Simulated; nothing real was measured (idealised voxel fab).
The following is a process module called voxel ribs on slabs.
FYI the section here is cut, 140 nm wide, cells are 5 nm squares.
For the purposes of this document, a cross-section shall be understood as a grid of square cells, specified as bands listed in top-to-bottom order, each band consisting of one or more rows of cells. This entry defines a band. It first specifies the height of the band's top and the height of its bottom in nm, and then specifies the band's materials from left to right, stating each material with its width in nm. The word "edge to edge" identifies a single material that fills the band from edge to edge, while the word "air" identifies empty space. Height is counted from the level 0, under which the received wafer is composed throughout of one material. The lowest of the bands is not closed at the bottom but continues downward, in the notation "0 down". A two-number width, for instance "30->40", indicates that the width is equal to the first number in the top row of the band and to the second number in the bottom row, and that it changes by a constant amount per row of cells. No cell of the cross-section changed in a step that is given as "no modification". For the entry "Closed void entries", the listed items are empty spaces with no open way to the top whose size is 8 cells or more; each item follows the pattern width x height at distance, where distance is from the left edge and all three are in nm. Whatever follows a step's settings on its line is a remark the simulator itself makes about that step. overlay nm: how far to the right of its planned place the mask lay on this masked step (negative: to the left).

-- Planned step list for the process
1: RECEIVE with material Si
2: DIRECTIONAL_DEP with material SiO2, thk nm 20
3: DIRECTIONAL_DEP with material polySi, thk nm 20
4: PATTERN with tone cover, mask id RIB, material resist, width nm 30, thk nm 20, overlay nm 0
5: DIRECTIONAL_ETCH with etch materials polySi, depth nm 15
6: STRIP with etch materials resist
7: DIRECTIONAL_DEP with material aC, thk nm 15
8: PATTERN with tone cover, mask id SLAB, material resist, width nm 60, thk nm 35, overlay nm 0
9: DIRECTIONAL_ETCH with etch materials aC, depth nm 15
10: STRIP with etch materials resist
11: DIRECTIONAL_ETCH with etch materials polySi, depth nm 5
12: STRIP with etch materials aC
13: FILL_DEP with material SiO2, thk nm 15
14: CMP with height nm 50
15: DIRECTIONAL_DEP with material TiN, thk nm 5
16: MASKED_ETCH with tone cover, mask id HEATER, width nm 40, etch materials TiN, depth nm 5, overlay nm 0
17: CONFORMAL_DEP with material SiO2, thk nm 5

-- Concerning the first of two wafers, which was run in accordance with the plan

-- So this is the incoming wafer in cross-section - it's already been through step 1
> 0 down  Si edge to edge
> Closed void entries: none

-- The wafer, seen in cross-section, after step 2
> 20 to 0  SiO2 edge to edge
> Unchanged below 0.

-- The wafer, seen in cross-section, after step 3
> 40 to 20  polySi edge to edge
> Unchanged below 20.

-- The wafer, seen in cross-section, after step 4
> 60 to 40  air 55 | resist 30 | air 55
> Unchanged below 40.

-- The wafer, seen in cross-section, after step 5
> 60 to 40  air 55 | resist 30 | air 55
> 40 to 25  air 55 | polySi 30 | air 55
> Unchanged below 25.

-- The wafer, seen in cross-section, after step 6
> 40 to 25  air 55 | polySi 30 | air 55
> Unchanged below 25.

-- The wafer, seen in cross-section, after step 7
> 55 to 40  air 55 | aC 30 | air 55
> 40 to 25  aC 55 | polySi 30 | aC 55
> Unchanged below 25.

-- The wafer, seen in cross-section, after step 8
> 90 to 55  air 40 | resist 60 | air 40
> 55 to 40  air 40 | resist 15 | aC 30 | resist 15 | air 40
> Unchanged below 40.

-- The wafer, seen in cross-section, after step 9
> 75 to 55  air 40 | resist 60 | air 40
> 55 to 40  air 40 | resist 15 | aC 30 | resist 15 | air 40
> 40 to 25  air 40 | aC 15 | polySi 30 | aC 15 | air 40
> Unchanged below 25.

-- The wafer, seen in cross-section, after step 10
> 55 to 40  air 55 | aC 30 | air 55
> Unchanged below 40.

-- The wafer, seen in cross-section, after step 11
> 55 to 40  air 55 | aC 30 | air 55
> 40 to 25  air 40 | aC 15 | polySi 30 | aC 15 | air 40
> 25 to 20  air 40 | polySi 60 | air 40
> Unchanged below 20.

-- The wafer, seen in cross-section, after step 12
> 40 to 25  air 55 | polySi 30 | air 55
> Unchanged below 25.

-- The wafer, seen in cross-section, after step 13
> 55 to 40  SiO2 edge to edge
> 40 to 25  SiO2 55 | polySi 30 | SiO2 55
> 25 to 20  SiO2 40 | polySi 60 | SiO2 40
> Unchanged below 20.

-- The wafer, seen in cross-section, after step 14
> 50 to 40  SiO2 edge to edge
> Unchanged below 40.

-- The wafer, seen in cross-section, after step 15
> 55 to 50  TiN edge to edge
> Unchanged below 50.

-- The wafer, seen in cross-section, after step 16
> 55 to 50  air 50 | TiN 40 | air 50
> Unchanged below 50.

-- The wafer, seen in cross-section, after step 17
> 60 to 55  air 45 | SiO2 50 | air 45
> 55 to 50  SiO2 50 | TiN 40 | SiO2 50
> Unchanged below 50.

-- Second wafer, same starting conditions and recipe as the first, one mistake in executing it, nothing differs from the first up to and including step 1

-- Second wafer, sectioned view, at step 2's planned end time
> 20 to 0  polySi edge to edge
> Unchanged below 0.

-- Second wafer, sectioned view, at step 3's planned end time
> 40 to 20  SiO2 edge to edge
> Unchanged below 20.

-- Second wafer, sectioned view, at step 4's planned end time
> 60 to 40  air 55 | resist 30 | air 55
> Unchanged below 40.

Second wafer, sectioned view, at step 5's planned end time: no modification

-- Second wafer, sectioned view, at step 6's planned end time
> 40 to 20  SiO2 edge to edge
> Unchanged below 20.

-- Second wafer, sectioned view, at step 7's planned end time
> 55 to 40  aC edge to edge
> Unchanged below 40.

-- Second wafer, sectioned view, at step 8's planned end time
> 90 to 55  air 40 | resist 60 | air 40
> Unchanged below 55.

-- Second wafer, sectioned view, at step 9's planned end time
> 75 to 55  air 40 | resist 60 | air 40
> 55 to 40  air 40 | aC 60 | air 40
> Unchanged below 40.

-- Second wafer, sectioned view, at step 10's planned end time
> 55 to 40  air 40 | aC 60 | air 40
> Unchanged below 40.

Second wafer, sectioned view, at step 11's planned end time: no modification

-- Second wafer, sectioned view, at step 12's planned end time
> 40 to 20  SiO2 edge to edge
> Unchanged below 20.

-- Second wafer, sectioned view, at step 13's planned end time
> 55 to 20  SiO2 edge to edge
> Unchanged below 20.

-- Second wafer, sectioned view, at step 14's planned end time
> 50 to 20  SiO2 edge to edge
> Unchanged below 20.

-- Second wafer, sectioned view, at step 15's planned end time
> 55 to 50  TiN edge to edge
> Unchanged below 50.

-- Second wafer, sectioned view, at step 16's planned end time
> 55 to 50  air 50 | TiN 40 | air 50
> Unchanged below 50.

-- Second wafer, sectioned view, at step 17's planned end time
> 60 to 55  air 45 | SiO2 50 | air 45
> 55 to 50  SiO2 50 | TiN 40 | SiO2 50
> Unchanged below 50.
What broke from the plan during processing? plan steps 2 and 3 run swapped
Final tally in cells, some materials are higher or lower on the second wafer than on the first: SiO2: 82 fewer, polySi: 82 more
